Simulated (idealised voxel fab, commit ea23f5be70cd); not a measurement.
Process module heading - voxel capacitor over wiring
Shown is cross-section cut, with a width of 145 nm and square cells of size 5 nm.
Think of the cross-section as a grid of square cells. We describe it in bands, top to bottom, and each band covers one or more rows of those cells. Each band's line starts with the height of the band's top and of its bottom, in nm. Then come its materials from left to right, each with its width in nm. One material with "edge to edge" fills the band from edge to edge. "blank" is empty space. For the purposes of this specification, 0 denotes the height below which the wafer in its as-received condition is composed wholly of one material, and the lowermost band, lacking a lower limit, extends downward without end, as expressed in "0 down". The width entry "30->40" should be interpreted row by row: the top row of cells in the band takes the first number, the bottom row takes the second number, and the change between adjacent rows is uniform throughout. "left unchanged" -> step changed no cross-section cell. Listed in "Trapped void list": every empty space of 8 or more cells without an open way to the top. Form: width x height at distance, the distance being from the left edge, all in nm. Step line, after settings: the simulator's comment on this step. A step's line can hold "overlay nm"; with a mask on that step, the setting says how far right of the planned place the mask lay, while a negative setting says it lay to the left.
plan:
- 1: RECEIVE (material Si)
- 2: CONFORMAL_DEP (material SiO2; thk nm 10)
- 3: CONFORMAL_DEP (material SiN; thk nm 5)
- 4: DIRECTIONAL_DEP (material SiO2; thk nm 15)
- 5: PATTERN (tone open; mask id METAL_1; material resist; width nm 20; pitch nm 75; thk nm 15; overlay nm 0)
- 6: DIRECTIONAL_ETCH (etch materials SiO2; depth nm 15)
- 7: DIRECTIONAL_ETCH (etch materials SiN; depth nm 5)
- 8: STRIP (etch materials resist)
- 9: CONFORMAL_DEP (material TiN; thk nm 5)
- 10: FILL_DEP (material Cu; thk nm 5)
- 11: CMP (height nm 30)
- 12: CONFORMAL_DEP (material SiCN; thk nm 5)
- 13: DIRECTIONAL_DEP (material SiO2; thk nm 20)
- 14: PATTERN (tone open; mask id PLUG_1; material resist; width nm 15; thk nm 15; overlay nm 0)
- 15: DIRECTIONAL_ETCH (etch materials SiO2; depth nm 20)
- 16: DIRECTIONAL_ETCH (etch materials SiCN; depth nm 5)
- 17: STRIP (etch materials resist)
- 18: CONFORMAL_DEP (material TiN; thk nm 5)
- 19: FILL_DEP (material Cu; thk nm 10)
- 20: CMP (height nm 55)
- 21: DIRECTIONAL_DEP (material TiN; thk nm 5)
- 22: DIRECTIONAL_DEP (material SiN; thk nm 5)
- 23: DIRECTIONAL_DEP (material TiN; thk nm 5)
- 24: PATTERN (tone cover; mask id UPPER_PLATE; material resist; width nm 60; thk nm 15; overlay nm 0)
- 25: DIRECTIONAL_ETCH (etch materials TiN; depth nm 5)
- 26: DIRECTIONAL_ETCH (etch materials SiN; depth nm 5)
- 27: STRIP (etch materials resist)
- 28: PATTERN (tone cover; mask id LOWER_PLATE; material resist; width nm 70; thk nm 20; overlay nm 0)
- 29: DIRECTIONAL_ETCH (etch materials TiN; depth nm 5)
- 30: STRIP (etch materials resist)
- 31: FILL_DEP (material SiO2; thk nm 20)
- 32: CMP (height nm 85)
- 33: PATTERN (tone open; mask id PLUG_2; material resist; width nm 15; thk nm 15; overlay nm 0)
- 34: DIRECTIONAL_ETCH (etch materials SiO2; depth nm 15)
- 35: STRIP (etch materials resist)
- 36: CONFORMAL_DEP (material TiN; thk nm 5)
- 37: FILL_DEP (material Ru; thk nm 10)
- 38: CMP (height nm 85)
- 39: CONFORMAL_DEP (material SiN; thk nm 5)
This is the cross-section of the wafer as we received it, i.e. after step 1:
	0 down: Si edge to edge
	Trapped void list: none
Final cross-section, module run with one mistake (start and plan as above):
	90 to 85: SiN edge to edge
	85 to 75: SiO2: 40, then TiN: 5, then Ru: 5, then TiN: 5, then SiO2: 90
	75 to 65: SiO2: 40->30, then TiN: 15->60, then SiO2: 90->55
	65 to 60: SiO2: 30, then SiN: 60, then SiO2: 55
	60 to 55: SiO2: 25, then TiN: 70, then SiO2: 50
	55 to 50: TiN: 35, then Cu: 5, then TiN: 105
	50 to 30: SiO2: 30, then TiN: 5, then Cu: 5, then TiN: 5, then SiO2: 100
	30 to 25: SiCN: 30, then TiN: 15, then SiCN: 100
	25 to 15: SiO2: 25, then TiN: 5, then Cu: 10, then TiN: 5, then SiO2: 55, then TiN: 5, then Cu: 10, then TiN: 5, then SiO2: 25
	15 to 10: SiN: 25, then TiN: 20, then SiN: 55, then TiN: 20, then SiN: 25
	10 to 0: SiO2 edge to edge
	0 down: Si edge to edge
	Trapped void list: none
Nonconformance to the process plan: heads up, step 11 didn't go per plan, it actually ran as CMP (height nm 25)
